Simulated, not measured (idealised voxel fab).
This is a process module. Its name is voxel wiring stack.
In the cross-section labelled cut, the width is 265 nm and each square cell is 5 nm.
Throughout this document, each cross-section is represented as a grid of square cells and is presented as a sequence of bands enumerated from the top downward, where a band comprises one or more rows of cells. Top height, bottom height, nm. Materials left to right, width each, nm. Single material + "full width" = fills band edge to edge. "air" = empty. Beneath 0, the wafer as received is one material, and that level is where height counting begins. The lowest band goes on downward without a bottom; it is written like "0 nm and below". Top row gets the first number, bottom row gets the second, and each row in between changes by the same step: that is how a band width like "30->40" works. "no change", as given for a step, is the statement that not any cell of the cross-section underwent a change during that step. If an empty space has no open way to the top and is at least 8 cells in size, "Enclosed cavity list" lists it, written width x height at distance, where distance is measured from the left edge and every value is in nm. The remark found on a step's line after its settings is issued by the simulator itself and pertains to that step. overlay nm: step with mask; distance mask lay right of planned place; negative value = left of planned place. How should the pairs below be read? Each gives the cross-section before one process step and the cross-section after it, the latter drawn only to the lowest band that changed; the step that lies between them, with its settings, appears under the pair. Does a pair pick up where the pair above left off? Only where its entry headed "Before processing step" says so, since pairs can come from different runs of this module on the same starting wafer.
## Before processing step
	115 nm to 95 nm | Ru full width
	95 nm to 90 nm | TiN full width
	90 nm to 80 nm | lowk (35); TiN (5); Cu (5); TiN (5); lowk (95); TiN (5); Cu (5); TiN (5); lowk (105)
	80 nm to 75 nm | SiCN (35); TiN (15); SiCN (95); TiN (15); SiCN (105)
	75 nm to 60 nm | SiO2 (35); TiN (5); Ru (20); TiN (5); SiO2 (25); TiN (5); Ru (20); TiN (5); SiO2 (25); TiN (5); Ru (20); TiN (5); SiO2 (25); TiN (5); Ru (20); TiN (5); SiO2 (35)
	60 nm to 55 nm | SiO2 (35); TiN (5); Ru (5); TiN (20); SiO2 (25); TiN (5); Ru (5); TiN (20); SiO2 (25); TiN (5); Ru (5); TiN (20); SiO2 (25); TiN (5); Ru (5); TiN (20); SiO2 (35)
	55 nm to 45 nm | SiO2 (35); TiN (5); Ru (5); TiN (5); SiO2 (40); TiN (5); Ru (5); TiN (5); SiO2 (40); TiN (5); Ru (5); TiN (5); SiO2 (40); TiN (5); Ru (5); TiN (5); SiO2 (50)
	45 nm to 40 nm | SiCN (35); TiN (15); SiCN (40); TiN (15); SiCN (40); TiN (15); SiCN (40); TiN (15); SiCN (50)
	40 nm to 15 nm | SiO2 (35); W (30); SiO2 (25); W (30); SiO2 (25); W (30); SiO2 (25); W (30); SiO2 (35)
	15 nm to 10 nm | SiO2 (35); TiN (30); SiO2 (25); TiN (30); SiO2 (25); TiN (30); SiO2 (25); TiN (30); SiO2 (35)
	10 nm to 0 nm | SiO2 full width
	0 nm and below | Si full width
	Enclosed cavity list: none
## Section After Processing
	115 nm to 95 nm | air (35); Ru (30); air (25); Ru (30); air (25); Ru (30); air (25); Ru (30); air (35)
	Under the height 95 nothing was changed.
	Enclosed cavity list: none
The two cross-sections above are separated by a single process step, namely MASKED_ETCH,tone cover,mask id METAL_3,width nm 30,pitch nm 55,etch materials Ru,depth nm 25,overlay nm 0
Before processing step: Please consult the pair immediately above; the cross-section it shows after its step is the state before this step.
## Section After Processing
	115 nm to 95 nm | air (35); Ru (30); air (25); Ru (30); air (25); Ru (30); air (25); Ru (30); air (35)
	95 nm to 90 nm | air (35); TiN (30); air (25); TiN (30); air (25); TiN (30); air (25); TiN (30); air (35)
	Under the height 90 nothing was changed.
	Enclosed cavity list: none
The two cross-sections above are separated by a single process step, namely MASKED_ETCH,tone cover,mask id METAL_3,width nm 30,pitch nm 55,etch materials TiN,depth nm 5,overlay nm 0
Before processing step: Please consult the pair immediately above; the cross-section it shows after its step is the state before this step.
## Section After Processing
	120 nm to 115 nm | air (30); SiN (40); air (15); SiN (40); air (15); SiN (40); air (15); SiN (40); air (30)
	115 nm to 95 nm | air (30); SiN (5); Ru (30); SiN (5); air (15); SiN (5); Ru (30); SiN (5); air (15); SiN (5); Ru (30); SiN (5); air (15); SiN (5); Ru (30); SiN (5); air (30)
	95 nm to 90 nm | SiN (35); TiN (30); SiN (25); TiN (30); SiN (25); TiN (30); SiN (25); TiN (30); SiN (35)
	Under the height 90 nothing was changed.
	Enclosed cavity list: none
The two cross-sections above are separated by a single process step, namely CONFORMAL_DEP,material SiN,thk nm 5
Before processing step: Please consult the pair immediately above; the cross-section it shows after its step is the state before this step.
## Section After Processing
	125 nm to 120 nm | lowk full width
	120 nm to 115 nm | lowk (30); SiN (40); lowk (15); SiN (40); lowk (15); SiN (40); lowk (15); SiN (40); lowk (30)
	115 nm to 95 nm | lowk (30); SiN (5); Ru (30); SiN (5); lowk (15); SiN (5); Ru (30); SiN (5); lowk (15); SiN (5); Ru (30); SiN (5); lowk (15); SiN (5); Ru (30); SiN (5); lowk (30)
	Under the height 95 nothing was changed.
	Enclosed cavity list: none
The two cross-sections above are separated by a single process step, namely FILL_DEP,material lowk,thk nm 5
Before processing step: Please consult the pair immediately above; the cross-section it shows after its step is the state before this step.
## Section After Processing
	120 nm to 115 nm | lowk (30); SiN (40); lowk (15); SiN (40); lowk (15); SiN (40); lowk (15); SiN (40); lowk (30)
	Under the height 115 nothing was changed.
	Enclosed cavity list: none
The two cross-sections above are separated by a single process step, namely CMP,height nm 120
Before processing step: Please consult the pair immediately above; the cross-section it shows after its step is the state before this step.
## Section After Processing
	125 nm to 120 nm | SiN full width
	Under the height 120 nothing was changed.
	Enclosed cavity list: none
The two cross-sections above are separated by a single process step, namely CONFORMAL_DEP,material SiN,thk nm 5
## Before processing step
	90 nm to 75 nm | aC (35); air (15); aC (40); air (15); aC (40); air (15); aC (40); air (15); aC (50)
	75 nm to 60 nm | SiO2 (35); air (15); SiO2 (40); air (15); SiO2 (40); air (15); SiO2 (40); air (15); SiO2 (50)
	60 nm to 45 nm | SiO2 (35); aC (15); SiO2 (40); aC (15); SiO2 (40); aC (15); SiO2 (40); aC (15); SiO2 (50)
	45 nm to 40 nm | SiCN full width
	40 nm to 15 nm | SiO2 (35); W (30); SiO2 (25); W (30); SiO2 (25); W (30); SiO2 (25); W (30); SiO2 (35)
	15 nm to 10 nm | SiO2 (35); TiN (30); SiO2 (25); TiN (30); SiO2 (25); TiN (30); SiO2 (25); TiN (30); SiO2 (35)
	10 nm to 0 nm | SiO2 full width
	0 nm and below | Si full width
	Enclosed cavity list: none
## Section After Processing
	125 nm to 90 nm | resist (35); air (35); resist (20); air (35); resist (20); air (35); resist (20); air (35); resist (30)
	Under the height 90 nothing was changed.
	Enclosed cavity list: none
The two cross-sections above are separated by a single process step, namely PATTERN,tone open,mask id METAL_2,material resist,width nm 35,pitch nm 55,thk nm 35,overlay nm 0
Before processing step: Please consult the pair immediately above; the cross-section it shows after its step is the state before this step.
## Section After Processing
	110 nm to 90 nm | resist (35); air (35); resist (20); air (35); resist (20); air (35); resist (20); air (35); resist (30)
	90 nm to 75 nm | aC (35); air (35); aC (20); air (35); aC (20); air (35); aC (20); air (35); aC (30)
	75 nm to 45 nm | SiO2 (35); air (15); SiO2 (40); air (15); SiO2 (40); air (15); SiO2 (40); air (15); SiO2 (50)
	Under the height 45 nothing was changed.
	Enclosed cavity list: none
The two cross-sections above are separated by a single process step, namely DIRECTIONAL_ETCH,etch materials aC,depth nm 15
Before processing step: Please consult the pair immediately above; the cross-section it shows after its step is the state before this step.
## Section After Processing
	90 nm to 75 nm | aC (35); air (35); aC (20); air (35); aC (20); air (35); aC (20); air (35); aC (30)
	Under the height 75 nothing was changed.
	Enclosed cavity list: none
The two cross-sections above are separated by a single process step, namely STRIP,etch materials resist
Before processing step: Please consult the pair immediately above; the cross-section it shows after its step is the state before this step.
## Section After Processing
	90 nm to 75 nm | aC (35); air (35); aC (20); air (35); aC (20); air (35); aC (20); air (35); aC (30)
	75 nm to 55 nm | SiO2 (35); air (35); SiO2 (20); air (35); SiO2 (20); air (35); SiO2 (20); air (35); SiO2 (30)
	Under the height 55 nothing was changed.
	Enclosed cavity list: none
The two cross-sections above are separated by a single process step, namely DIRECTIONAL_ETCH,etch materials SiO2,depth nm 20
Before processing step: Please consult the pair immediately above; the cross-section it shows after its step is the state before this step.
## Section After Processing
	90 nm to 75 nm | aC (35); air (35); aC (20); air (35); aC (20); air (35); aC (20); air (35); aC (30)
	75 nm to 55 nm | SiO2 (35); air (35); SiO2 (20); air (35); SiO2 (20); air (35); SiO2 (20); air (35); SiO2 (30)
	55 nm to 45 nm | SiO2 (35); air (15); SiO2 (40); air (15); SiO2 (40); air (15); SiO2 (40); air (15); SiO2 (50)
	45 nm to 40 nm | SiCN (35); air (15); SiCN (40); air (15); SiCN (40); air (15); SiCN (40); air (15); SiCN (50)
	Under the height 40 nothing was changed.
	Enclosed cavity list: none
The two cross-sections above are separated by a single process step, namely DIRECTIONAL_ETCH,etch materials SiCN,depth nm 5
Before processing step: Please consult the pair immediately above; the cross-section it shows after its step is the state before this step.
## Section After Processing
	75 nm to 55 nm | SiO2 (35); air (35); SiO2 (20); air (35); SiO2 (20); air (35); SiO2 (20); air (35); SiO2 (30)
	Under the height 55 nothing was changed.
	Enclosed cavity list: none
The two cross-sections above are separated by a single process step, namely STRIP,etch materials aC
Before processing step: Please consult the pair immediately above; the cross-section it shows after its step is the state before this step.
## Section After Processing
	80 nm to 75 nm | TiN (40); air (25); TiN (30); air (25); TiN (30); air (25); TiN (30); air (25); TiN (35)
	75 nm to 60 nm | SiO2 (35); TiN (5); air (25); TiN (5); SiO2 (20); TiN (5); air (25); TiN (5); SiO2 (20); TiN (5); air (25); TiN (5); SiO2 (20); TiN (5); air (25); TiN (5); SiO2 (30)
	60 nm to 55 nm | SiO2 (35); TiN (5); air (5); TiN (25); SiO2 (20); TiN (5); air (5); TiN (25); SiO2 (20); TiN (5); air (5); TiN (25); SiO2 (20); TiN (5); air (5); TiN (25); SiO2 (30)
	55 nm to 45 nm | SiO2 (35); TiN (5); air (5); TiN (5); SiO2 (40); TiN (5); air (5); TiN (5); SiO2 (40); TiN (5); air (5); TiN (5); SiO2 (40); TiN (5); air (5); TiN (5); SiO2 (50)
	45 nm to 40 nm | SiCN (35); TiN (15); SiCN (40); TiN (15); SiCN (40); TiN (15); SiCN (40); TiN (15); SiCN (50)
	Under the height 40 nothing was changed.
	Enclosed cavity list: none
The two cross-sections above are separated by a single process step, namely CONFORMAL_DEP,material TiN,thk nm 5
Before processing step: Please consult the pair immediately above; the cross-section it shows after its step is the state before this step.
## Section After Processing
	85 nm to 80 nm | Ru full width
	80 nm to 75 nm | TiN (40); Ru (25); TiN (30); Ru (25); TiN (30); Ru (25); TiN (30); Ru (25); TiN (35)
	75 nm to 60 nm | SiO2 (35); TiN (5); Ru (25); TiN (5); SiO2 (20); TiN (5); Ru (25); TiN (5); SiO2 (20); TiN (5); Ru (25); TiN (5); SiO2 (20); TiN (5); Ru (25); TiN (5); SiO2 (30)
	60 nm to 55 nm | SiO2 (35); TiN (5); Ru (5); TiN (25); SiO2 (20); TiN (5); Ru (5); TiN (25); SiO2 (20); TiN (5); Ru (5); TiN (25); SiO2 (20); TiN (5); Ru (5); TiN (25); SiO2 (30)
	55 nm to 45 nm | SiO2 (35); TiN (5); Ru (5); TiN (5); SiO2 (40); TiN (5); Ru (5); TiN (5); SiO2 (40); TiN (5); Ru (5); TiN (5); SiO2 (40); TiN (5); Ru (5); TiN (5); SiO2 (50)
	Under the height 45 nothing was changed.
	Enclosed cavity list: none
The two cross-sections above are separated by a single process step, namely FILL_DEP,material Ru,thk nm 5
Before processing step: Please consult the pair immediately above; the cross-section it shows after its step is the state before this step.
## Section After Processing
	75 nm to 60 nm | SiO2 (35); TiN (5); Ru (25); TiN (5); SiO2 (20); TiN (5); Ru (25); TiN (5); SiO2 (20); TiN (5); Ru (25); TiN (5); SiO2 (20); TiN (5); Ru (25); TiN (5); SiO2 (30)
	Under the height 60 nothing was changed.
	Enclosed cavity list: none
The two cross-sections above are separated by a single process step, namely CMP,height nm 75
Before processing step: Please consult the pair immediately above; the cross-section it shows after its step is the state before this step.
## Section After Processing
	80 nm to 75 nm | SiCN full width
	Under the height 75 nothing was changed.
	Enclosed cavity list: none
The two cross-sections above are separated by a single process step, namely CONFORMAL_DEP,material SiCN,thk nm 5
Before processing step: Please consult the pair immediately above; the cross-section it shows after its step is the state before this step.
## Section After Processing
	90 nm to 80 nm | lowk full width
	Under the height 80 nothing was changed.
	Enclosed cavity list: none
The two cross-sections above are separated by a single process step, namely DIRECTIONAL_DEP,material lowk,thk nm 10
Before processing step: Please consult the pair immediately above; the cross-section it shows after its step is the state before this step.
## Section After Processing
	90 nm to 80 nm | lowk (35); air (15); lowk (95); air (15); lowk (105)
	Under the height 80 nothing was changed.
	Enclosed cavity list: none
The two cross-sections above are separated by a single process step, namely MASKED_ETCH,tone open,mask id PLUG_2,width nm 15,pitch nm 110,etch materials lowk,depth nm 10,overlay nm 0
Before processing step: Please consult the pair immediately above; the cross-section it shows after its step is the state before this step.
## Section After Processing
	90 nm to 80 nm | lowk (35); air (15); lowk (95); air (15); lowk (105)
	80 nm to 75 nm | SiCN (35); air (15); SiCN (95); air (15); SiCN (105)
	Under the height 75 nothing was changed.
	Enclosed cavity list: none
The two cross-sections above are separated by a single process step, namely MASKED_ETCH,tone open,mask id PLUG_2,width nm 15,pitch nm 110,etch materials SiCN,depth nm 5,overlay nm 0
Before processing step: Please consult the pair immediately above; the cross-section it shows after its step is the state before this step.
## Section After Processing
	95 nm to 90 nm | TiN (40); air (5); TiN (105); air (5); TiN (110)
	90 nm to 80 nm | lowk (35); TiN (5); air (5); TiN (5); lowk (95); TiN (5); air (5); TiN (5); lowk (105)
	80 nm to 75 nm | SiCN (35); TiN (15); SiCN (95); TiN (15); SiCN (105)
	Under the height 75 nothing was changed.
	Enclosed cavity list: none
The two cross-sections above are separated by a single process step, namely CONFORMAL_DEP,material TiN,thk nm 5
Before processing step: Please consult the pair immediately above; the cross-section it shows after its step is the state before this step.
## Section After Processing
	105 nm to 95 nm | Cu full width
	95 nm to 90 nm | TiN (40); Cu (5); TiN (105); Cu (5); TiN (110)
	90 nm to 80 nm | lowk (35); TiN (5); Cu (5); TiN (5); lowk (95); TiN (5); Cu (5); TiN (5); lowk (105)
	Under the height 80 nothing was changed.
	Enclosed cavity list: none
The two cross-sections above are separated by a single process step, namely FILL_DEP,material Cu,thk nm 10
Before processing step: Please consult the pair immediately above; the cross-section it shows after its step is the state before this step.
## Section After Processing
	90 nm to 80 nm | lowk (35); TiN (5); Cu (5); TiN (5); lowk (95); TiN (5); Cu (5); TiN (5); lowk (105)
	Under the height 80 nothing was changed.
	Enclosed cavity list: none
The two cross-sections above are separated by a single process step, namely CMP,height nm 90
Before processing step: Please consult the pair immediately above; the cross-section it shows after its step is the state before this step.
## Section After Processing
	95 nm to 90 nm | TiN full width
	Under the height 90 nothing was changed.
	Enclosed cavity list: none
The two cross-sections above are separated by a single process step, namely DIRECTIONAL_DEP,material TiN,thk nm 5
Before processing step: Please consult the pair immediately above; the cross-section it shows after its step is the state before this step.
## Section After Processing
	120 nm to 95 nm | Ru full width
	Under the height 95 nothing was changed.
	Enclosed cavity list: none
The two cross-sections above are separated by a single process step, namely DIRECTIONAL_DEP,material Ru,thk nm 25
Before processing step: Please consult the pair immediately above; the cross-section it shows after its step is the state before this step.
## Section After Processing
	120 nm to 95 nm | air (35); Ru (30); air (25); Ru (30); air (25); Ru (30); air (25); Ru (30); air (35)
	Under the height 95 nothing was changed.
	Enclosed cavity list: none
The two cross-sections above are separated by a single process step, namely MASKED_ETCH,tone cover,mask id METAL_3,width nm 30,pitch nm 55,etch materials Ru,depth nm 25,overlay nm 0
Before processing step: Please consult the pair immediately above; the cross-section it shows after its step is the state before this step.
## Section After Processing
	120 nm to 95 nm | air (35); Ru (30); air (25); Ru (30); air (25); Ru (30); air (25); Ru (30); air (35)
	95 nm to 90 nm | air (35); TiN (30); air (25); TiN (30); air (25); TiN (30); air (25); TiN (30); air (35)
	Under the height 90 nothing was changed.
	Enclosed cavity list: none
The two cross-sections above are separated by a single process step, namely MASKED_ETCH,tone cover,mask id METAL_3,width nm 30,pitch nm 55,etch materials TiN,depth nm 5,overlay nm 0
Before processing step: Please consult the pair immediately above; the cross-section it shows after its step is the state before this step.
## Section After Processing
	125 nm to 120 nm | air (30); SiN (40); air (15); SiN (40); air (15); SiN (40); air (15); SiN (40); air (30)
	120 nm to 95 nm | air (30); SiN (5); Ru (30); SiN (5); air (15); SiN (5); Ru (30); SiN (5); air (15); SiN (5); Ru (30); SiN (5); air (15); SiN (5); Ru (30); SiN (5); air (30)
	95 nm to 90 nm | SiN (35); TiN (30); SiN (25); TiN (30); SiN (25); TiN (30); SiN (25); TiN (30); SiN (35)
	Under the height 90 nothing was changed.
	Enclosed cavity list: none
The two cross-sections above are separated by a single process step, namely CONFORMAL_DEP,material SiN,thk nm 5
Before processing step: Please consult the pair immediately above; the cross-section it shows after its step is the state before this step.
## Section After Processing
	130 nm to 125 nm | lowk full width
	125 nm to 120 nm | lowk (30); SiN (40); lowk (15); SiN (40); lowk (15); SiN (40); lowk (15); SiN (40); lowk (30)
	120 nm to 95 nm | lowk (30); SiN (5); Ru (30); SiN (5); lowk (15); SiN (5); Ru (30); SiN (5); lowk (15); SiN (5); Ru (30); SiN (5); lowk (15); SiN (5); Ru (30); SiN (5); lowk (30)
	Under the height 95 nothing was changed.
	Enclosed cavity list: none
The two cross-sections above are separated by a single process step, namely FILL_DEP,material lowk,thk nm 5
Before processing step: Please consult the pair immediately above; the cross-section it shows after its step is the state before this step.
## Section After Processing
	120 nm to 95 nm | lowk (30); SiN (5); Ru (30); SiN (5); lowk (15); SiN (5); Ru (30); SiN (5); lowk (15); SiN (5); Ru (30); SiN (5); lowk (15); SiN (5); Ru (30); SiN (5); lowk (30)
	Under the height 95 nothing was changed.
	Enclosed cavity list: none
The two cross-sections above are separated by a single process step, namely CMP,height nm 120
Before processing step: Please consult the pair immediately above; the cross-section it shows after its step is the state before this step.
## Section After Processing
	125 nm to 120 nm | SiN full width
	Under the height 120 nothing was changed.
	Enclosed cavity list: none
The two cross-sections above are separated by a single process step, namely CONFORMAL_DEP,material SiN,thk nm 5
## Before processing step
	40 nm to 15 nm | W full width
	15 nm to 10 nm | TiN full width
	10 nm to 0 nm | SiO2 full width
	0 nm and below | Si full width
	Enclosed cavity list: none
## Section After Processing
	55 nm to 40 nm | air (40); resist (30); air (25); resist (30); air (25); resist (30); air (25); resist (30); air (30)
	Under the height 40 nothing was changed.
	Enclosed cavity list: none
The two cross-sections above are separated by a single process step, namely PATTERN,tone cover,mask id METAL_1,material resist,width nm 30,pitch nm 55,thk nm 15,overlay nm 5
Before processing step: Please consult the pair immediately above; the cross-section it shows after its step is the state before this step.
## Section After Processing
	55 nm to 40 nm | air (40); resist (30); air (25); resist (30); air (25); resist (30); air (25); resist (30); air (30)
	40 nm to 15 nm | air (40); W (30); air (25); W (30); air (25); W (30); air (25); W (30); air (30)
	Under the height 15 nothing was changed.
	Enclosed cavity list: none
The two cross-sections above are separated by a single process step, namely DIRECTIONAL_ETCH,etch materials W,depth nm 25
Before processing step: Please consult the pair immediately above; the cross-section it shows after its step is the state before this step.
## Section After Processing
	55 nm to 40 nm | air (40); resist (30); air (25); resist (30); air (25); resist (30); air (25); resist (30); air (30)
	40 nm to 15 nm | air (40); W (30); air (25); W (30); air (25); W (30); air (25); W (30); air (30)
	15 nm to 10 nm | air (40); TiN (30); air (25); TiN (30); air (25); TiN (30); air (25); TiN (30); air (30)
	Under the height 10 nothing was changed.
	Enclosed cavity list: none
The two cross-sections above are separated by a single process step, namely DIRECTIONAL_ETCH,etch materials TiN,depth nm 5
Before processing step: Please consult the pair immediately above; the cross-section it shows after its step is the state before this step.
## Section After Processing
	40 nm to 15 nm | air (40); W (30); air (25); W (30); air (25); W (30); air (25); W (30); air (30)
	Under the height 15 nothing was changed.
	Enclosed cavity list: none
The two cross-sections above are separated by a single process step, namely STRIP,etch materials resist
Before processing step: Please consult the pair immediately above; the cross-section it shows after its step is the state before this step.
## Section After Processing
	50 nm to 40 nm | SiO2 full width
	40 nm to 15 nm | SiO2 (40); W (30); SiO2 (25); W (30); SiO2 (25); W (30); SiO2 (25); W (30); SiO2 (30)
	15 nm to 10 nm | SiO2 (40); TiN (30); SiO2 (25); TiN (30); SiO2 (25); TiN (30); SiO2 (25); TiN (30); SiO2 (30)
	Under the height 10 nothing was changed.
	Enclosed cavity list: none
The two cross-sections above are separated by a single process step, namely FILL_DEP,material SiO2,thk nm 10
Before processing step: Please consult the pair immediately above; the cross-section it shows after its step is the state before this step.
## Section After Processing
	40 nm to 15 nm | SiO2 (40); W (30); SiO2 (25); W (30); SiO2 (25); W (30); SiO2 (25); W (30); SiO2 (30)
	Under the height 15 nothing was changed.
	Enclosed cavity list: none
The two cross-sections above are separated by a single process step, namely CMP,height nm 40
Before processing step: Please consult the pair immediately above; the cross-section it shows after its step is the state before this step.
## Section After Processing
	45 nm to 40 nm | SiCN full width
	Under the height 40 nothing was changed.
	Enclosed cavity list: none
The two cross-sections above are separated by a single process step, namely CONFORMAL_DEP,material SiCN,thk nm 5
Before processing step: Please consult the pair immediately above; the cross-section it shows after its step is the state before this step.
## Section After Processing
	75 nm to 45 nm | SiO2 full width
	Under the height 45 nothing was changed.
	Enclosed cavity list: none
The two cross-sections above are separated by a single process step, namely DIRECTIONAL_DEP,material SiO2,thk nm 30
Before processing step: Please consult the pair immediately above; the cross-section it shows after its step is the state before this step.
## Section After Processing
	95 nm to 75 nm | resist (35); air (15); resist (40); air (15); resist (40); air (15); resist (40); air (15); resist (50)
	Under the height 75 nothing was changed.
	Enclosed cavity list: none
The two cross-sections above are separated by a single process step, namely PATTERN,tone open,mask id METAL_2_HOLES,material resist,width nm 15,pitch nm 55,thk nm 20,overlay nm 0
Before processing step: Please consult the pair immediately above; the cross-section it shows after its step is the state before this step.
## Section After Processing
	95 nm to 75 nm | resist (35); air (15); resist (40); air (15); resist (40); air (15); resist (40); air (15); resist (50)
	75 nm to 45 nm | SiO2 (35); air (15); SiO2 (40); air (15); SiO2 (40); air (15); SiO2 (40); air (15); SiO2 (50)
	Under the height 45 nothing was changed.
	Enclosed cavity list: none
The two cross-sections above are separated by a single process step, namely DIRECTIONAL_ETCH,etch materials SiO2,depth nm 30
Before processing step: Please consult the pair immediately above; the cross-section it shows after its step is the state before this step.
## Section After Processing
	75 nm to 45 nm | SiO2 (35); air (15); SiO2 (40); air (15); SiO2 (40); air (15); SiO2 (40); air (15); SiO2 (50)
	Under the height 45 nothing was changed.
	Enclosed cavity list: none
The two cross-sections above are separated by a single process step, namely STRIP,etch materials resist
Before processing step: Please consult the pair immediately above; the cross-section it shows after its step is the state before this step.
## Section After Processing
	90 nm to 75 nm | aC (35); air (15); aC (40); air (15); aC (40); air (15); aC (40); air (15); aC (50)
	75 nm to 60 nm | SiO2 (35); air (15); SiO2 (40); air (15); SiO2 (40); air (15); SiO2 (40); air (15); SiO2 (50)
	60 nm to 45 nm | SiO2 (35); aC (15); SiO2 (40); aC (15); SiO2 (40); aC (15); SiO2 (40); aC (15); SiO2 (50)
	Under the height 45 nothing was changed.
	Enclosed cavity list: none
The two cross-sections above are separated by a single process step, namely DIRECTIONAL_DEP,material aC,thk nm 15
Before processing step: Please consult the pair immediately above; the cross-section it shows after its step is the state before this step.
## Section After Processing
	125 nm to 90 nm | resist (35); air (30); resist (25); air (30); resist (25); air (30); resist (25); air (30); resist (35)
	Under the height 90 nothing was changed.
	Enclosed cavity list: none
The two cross-sections above are separated by a single process step, namely PATTERN,tone open,mask id METAL_2,material resist,width nm 30,pitch nm 55,thk nm 35,overlay nm 0
Before processing step: Please consult the pair immediately above; the cross-section it shows after its step is the state before this step.
## Section After Processing
	110 nm to 90 nm | resist (35); air (30); resist (25); air (30); resist (25); air (30); resist (25); air (30); resist (35)
	90 nm to 75 nm | aC (35); air (30); aC (25); air (30); aC (25); air (30); aC (25); air (30); aC (35)
	75 nm to 45 nm | SiO2 (35); air (15); SiO2 (40); air (15); SiO2 (40); air (15); SiO2 (40); air (15); SiO2 (50)
	Under the height 45 nothing was changed.
	Enclosed cavity list: none
The two cross-sections above are separated by a single process step, namely DIRECTIONAL_ETCH,etch materials aC,depth nm 15
Before processing step: Please consult the pair immediately above; the cross-section it shows after its step is the state before this step.
## Section After Processing
	90 nm to 75 nm | aC (35); air (30); aC (25); air (30); aC (25); air (30); aC (25); air (30); aC (35)
	Under the height 75 nothing was changed.
	Enclosed cavity list: none
The two cross-sections above are separated by a single process step, namely STRIP,etch materials resist
Before processing step: Please consult the pair immediately above; the cross-section it shows after its step is the state before this step.
## Section After Processing
	90 nm to 75 nm | aC (35); air (30); aC (25); air (30); aC (25); air (30); aC (25); air (30); aC (35)
	75 nm to 55 nm | SiO2 (35); air (30); SiO2 (25); air (30); SiO2 (25); air (30); SiO2 (25); air (30); SiO2 (35)
	Under the height 55 nothing was changed.
	Enclosed cavity list: none
The two cross-sections above are separated by a single process step, namely DIRECTIONAL_ETCH,etch materials SiO2,depth nm 20
Before processing step: Please consult the pair immediately above; the cross-section it shows after its step is the state before this step.
## Section After Processing
	90 nm to 75 nm | aC (35); air (30); aC (25); air (30); aC (25); air (30); aC (25); air (30); aC (35)
	75 nm to 55 nm | SiO2 (35); air (30); SiO2 (25); air (30); SiO2 (25); air (30); SiO2 (25); air (30); SiO2 (35)
	55 nm to 45 nm | SiO2 (35); air (15); SiO2 (40); air (15); SiO2 (40); air (15); SiO2 (40); air (15); SiO2 (50)
	45 nm to 40 nm | SiCN (35); air (15); SiCN (40); air (15); SiCN (40); air (15); SiCN (40); air (15); SiCN (50)
	Under the height 40 nothing was changed.
	Enclosed cavity list: none
The two cross-sections above are separated by a single process step, namely DIRECTIONAL_ETCH,etch materials SiCN,depth nm 5
Before processing step: Please consult the pair immediately above; the cross-section it shows after its step is the state before this step.
## Section After Processing
	75 nm to 55 nm | SiO2 (35); air (30); SiO2 (25); air (30); SiO2 (25); air (30); SiO2 (25); air (30); SiO2 (35)
	Under the height 55 nothing was changed.
	Enclosed cavity list: none
The two cross-sections above are separated by a single process step, namely STRIP,etch materials aC
Before processing step: Please consult the pair immediately above; the cross-section it shows after its step is the state before this step.
## Section After Processing
	80 nm to 75 nm | TiN (40); air (20); TiN (35); air (20); TiN (35); air (20); TiN (35); air (20); TiN (40)
	75 nm to 60 nm | SiO2 (35); TiN (5); air (20); TiN (5); SiO2 (25); TiN (5); air (20); TiN (5); SiO2 (25); TiN (5); air (20); TiN (5); SiO2 (25); TiN (5); air (20); TiN (5); SiO2 (35)
	60 nm to 55 nm | SiO2 (35); TiN (5); air (5); TiN (20); SiO2 (25); TiN (5); air (5); TiN (20); SiO2 (25); TiN (5); air (5); TiN (20); SiO2 (25); TiN (5); air (5); TiN (20); SiO2 (35)
	55 nm to 45 nm | SiO2 (35); TiN (5); air (5); TiN (5); SiO2 (40); TiN (5); air (5); TiN (5); SiO2 (40); TiN (5); air (5); TiN (5); SiO2 (40); TiN (5); air (5); TiN (5); SiO2 (50)
	45 nm to 40 nm | SiCN (35); TiN (15); SiCN (40); TiN (15); SiCN (40); TiN (15); SiCN (40); TiN (15); SiCN (50)
	Under the height 40 nothing was changed.
	Enclosed cavity list: none
The two cross-sections above are separated by a single process step, namely CONFORMAL_DEP,material TiN,thk nm 5
Before processing step: Please consult the pair immediately above; the cross-section it shows after its step is the state before this step.
## Section After Processing
	85 nm to 80 nm | Ru full width
	80 nm to 75 nm | TiN (40); Ru (20); TiN (35); Ru (20); TiN (35); Ru (20); TiN (35); Ru (20); TiN (40)
	75 nm to 60 nm | SiO2 (35); TiN (5); Ru (20); TiN (5); SiO2 (25); TiN (5); Ru (20); TiN (5); SiO2 (25); TiN (5); Ru (20); TiN (5); SiO2 (25); TiN (5); Ru (20); TiN (5); SiO2 (35)
	60 nm to 55 nm | SiO2 (35); TiN (5); Ru (5); TiN (20); SiO2 (25); TiN (5); Ru (5); TiN (20); SiO2 (25); TiN (5); Ru (5); TiN (20); SiO2 (25); TiN (5); Ru (5); TiN (20); SiO2 (35)
	55 nm to 45 nm | SiO2 (35); TiN (5); Ru (5); TiN (5); SiO2 (40); TiN (5); Ru (5); TiN (5); SiO2 (40); TiN (5); Ru (5); TiN (5); SiO2 (40); TiN (5); Ru (5); TiN (5); SiO2 (50)
	Under the height 45 nothing was changed.
	Enclosed cavity list: none
The two cross-sections above are separated by a single process step, namely FILL_DEP,material Ru,thk nm 5
Before processing step: Please consult the pair immediately above; the cross-section it shows after its step is the state before this step.
## Section After Processing
	75 nm to 60 nm | SiO2 (35); TiN (5); Ru (20); TiN (5); SiO2 (25); TiN (5); Ru (20); TiN (5); SiO2 (25); TiN (5); Ru (20); TiN (5); SiO2 (25); TiN (5); Ru (20); TiN (5); SiO2 (35)
	Under the height 60 nothing was changed.
	Enclosed cavity list: none
The two cross-sections above are separated by a single process step, namely CMP,height nm 75
Before processing step: Please consult the pair immediately above; the cross-section it shows after its step is the state before this step.
## Section After Processing
	80 nm to 75 nm | SiCN full width
	Under the height 75 nothing was changed.
	Enclosed cavity list: none
The two cross-sections above are separated by a single process step, namely CONFORMAL_DEP,material SiCN,thk nm 5
Before processing step: Please consult the pair immediately above; the cross-section it shows after its step is the state before this step.
## Section After Processing
	90 nm to 80 nm | lowk full width
	Under the height 80 nothing was changed.
	Enclosed cavity list: none
The two cross-sections above are separated by a single process step, namely DIRECTIONAL_DEP,material lowk,thk nm 10
Before processing step: Please consult the pair immediately above; the cross-section it shows after its step is the state before this step.
## Section After Processing
	90 nm to 80 nm | lowk (35); air (15); lowk (95); air (15); lowk (105)
	Under the height 80 nothing was changed.
	Enclosed cavity list: none
The two cross-sections above are separated by a single process step, namely MASKED_ETCH,tone open,mask id PLUG_2,width nm 15,pitch nm 110,etch materials lowk,depth nm 10,overlay nm 0
Before processing step: Please consult the pair immediately above; the cross-section it shows after its step is the state before this step.
## Section After Processing
	90 nm to 80 nm | lowk (35); air (15); lowk (95); air (15); lowk (105)
	80 nm to 75 nm | SiCN (35); air (15); SiCN (95); air (15); SiCN (105)
	Under the height 75 nothing was changed.
	Enclosed cavity list: none
The two cross-sections above are separated by a single process step, namely MASKED_ETCH,tone open,mask id PLUG_2,width nm 15,pitch nm 110,etch materials SiCN,depth nm 5,overlay nm 0
